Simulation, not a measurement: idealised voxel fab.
Process module heading - voxel local oxidation
The cross-section shown here is cut; it is 175 nm wide and divided into square cells measuring 5 nm on a side.
Cross-section = grid of square cells, listed top down in bands; band = one or more rows. It is stipulated that each band's entry specify, in nanometres, the height of the top of the band and then that of its bottom, followed by the materials of the band in left-to-right sequence, each together with its width in nanometres. A single material marked by the word "full width" is understood to fill the band from edge to edge; the word "air" is understood to denote empty space. Heights from 0 (as-received wafer is one material below). Bottom band endless downward, as "from 0 down". The expression "30..40" gives the width at the extremes of the band, the first number at its top row of cells and the second at its bottom row, with the width changing by equal amounts from each row to the next in between. "left unchanged" (step): cross-section cells unchanged, all of them. Listed in "Enclosed void listing": every empty space of 8 or more cells without an open way to the top. Form: width x height at distance, the distance being from the left edge, all in nm. Note: text after step settings on the step line = simulator remark on that step. A step's line can hold "overlay nm"; with a mask on that step, the setting says how far right of the planned place the mask lay, while a negative setting says it lay to the left.
## Below is the list of planned process steps
1) RECEIVE [material Si]
2) CONFORMAL_DEP [material SiO2] [thk nm 5]
3) CONFORMAL_DEP [material SiN] [thk nm 15]
4) MASKED_ETCH [tone cover] [mask id ACTIVE] [width nm 90] [etch materials SiN] [depth nm 15] [overlay nm 0]
5) SELECTIVE_ETCH [etch materials SiO2] [depth nm 5]
6) OXIDIZE [depth nm 15]
7) STRIP [etch materials SiN]
## On the first of the two wafers: run conducted according to plan
## Wafer cross-section on receipt, i.e. after step 1
* from 0 down | Si full width
* Enclosed void listing: none
## Cross-section: wafer state after step 2
* from 5 to 0 | SiO2 full width
* Nothing below the height 0 has changed.
## Cross-section: wafer state after step 3
* from 20 to 5 | SiN full width
* Nothing below the height 5 has changed.
## Cross-section: wafer state after step 4
* from 20 to 5 | air (40) | SiN (90) | air (45)
* Nothing below the height 5 has changed.
## Cross-section: wafer state after step 5
* from 20 to 5 | air (40) | SiN (90) | air (45)
* from 5 to 0 | air (45) | SiO2 (80) | air (50)
* Nothing below the height 0 has changed.
## Cross-section: wafer state after step 6
* from 20 to 5 | air (40) | SiN (90) | air (45)
* from 5 to 0 | air (45) | SiO2 (80) | air (50)
* from 0 to -15 | SiO2 (60) | Si (50) | SiO2 (65)
* Nothing below the height -15 has changed.
## Cross-section: wafer state after step 7
* from 5 to 0 | air (45) | SiO2 (80) | air (50)
* Nothing below the height 0 has changed.
## The remaining wafer, second of the two, started like the first and was run to the same plan, except that one mistake was made along the way; the two coincide through step 5, inclusive
## What the second wafer looks like in cross-section when step 6 should have wrapped up
* from 5 to 0 | air (45) | SiO2 (80) | air (50)
* Nothing below the height 0 has changed.
## What the second wafer looks like in cross-section when step 7 should have wrapped up
* from 5 to 0 | air (45) | SiO2 (80) | air (50)
* from 0 to -15 | SiO2 (60) | Si (50) | SiO2 (65)
* Nothing below the height -15 has changed.
The mistake made against the process plan was this: steps 6 and 7 of the plan were each performed in the slot designated for the other
The two wafers finish with the same cross-section, and therefore the mistake leaves the computed outcome of this model unchanged.
